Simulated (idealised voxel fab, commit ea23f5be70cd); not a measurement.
process module | voxel double patterning
cross-section cut | 260 nm wide | cells 5 nm
A cross-section is a grid of square cells, given in bands from the top down. A band is one or more rows of cells.
Each band's line starts with the height of the band's top and of its bottom, in nm. Then come its materials from left to right, each with its width in nm. One material with "throughout" fills the band from edge to edge. "air" is empty space.
Height 0 is the level under which the wafer as received is all one material. The lowest band goes on downwards, as in "0 down".
A width such as "30 to 40" changes by the same amount from each row of cells to the next, from the band's top row to its bottom row.
"no change" after a step means that no cell of the cross-section changed.
closed voids: empty space of 8 cells or more with no open way to the top, each as width x height at its distance from the left edge, in nm
after a step's settings: what the simulator itself notes on the step
overlay nm, on a step with a mask: how far to the right of its planned place the mask lay; to the left if negative
plan
1 op RECEIVE | material Si
2 op CONFORMAL_DEP | material SiO2 | thk nm 5
3 op DIRECTIONAL_DEP | material polySi | thk nm 20
4 op DIRECTIONAL_DEP | material SiN | thk nm 5
5 op PATTERN | tone open | mask id FIRST | material resist | width nm 15 | pitch nm 50 | thk nm 20 | overlay nm 0
6 op DIRECTIONAL_ETCH | etch materials SiN | depth nm 5
7 op STRIP | etch materials resist
8 op MASKED_ETCH | tone open | mask id SECOND | width nm 15 | pitch nm 50 | etch materials SiN | depth nm 5 | overlay nm 0
9 op DIRECTIONAL_ETCH | etch materials polySi | depth nm 20
10 op STRIP | etch materials SiN
as received, after step 1
  0 down: Si throughout
  closed voids: none
first wafer at the end, as planned
  25 to 5: polySi 70 | air 15 | polySi 10 | air 15 | polySi 10 | air 15 | polySi 10 | air 15 | polySi 10 | air 15 | polySi 75
  5 to 0: SiO2 throughout
  0 down: Si throughout
  closed voids: none
second wafer at the end: like start, like plan, one mistake
  25 to 5: polySi 80 | air 30 | polySi 20 | air 30 | polySi 20 | air 15 | polySi 65
  5 to 0: SiO2 throughout
  0 down: Si throughout
  closed voids: none
what went wrong: step 5 ran as: op PATTERN | tone open | mask id FIRST | material resist | width nm 15 | pitch nm 50 | thk nm 20 | overlay nm 10
at the end the second wafer has, in cells: as many of each material as the first, in other places
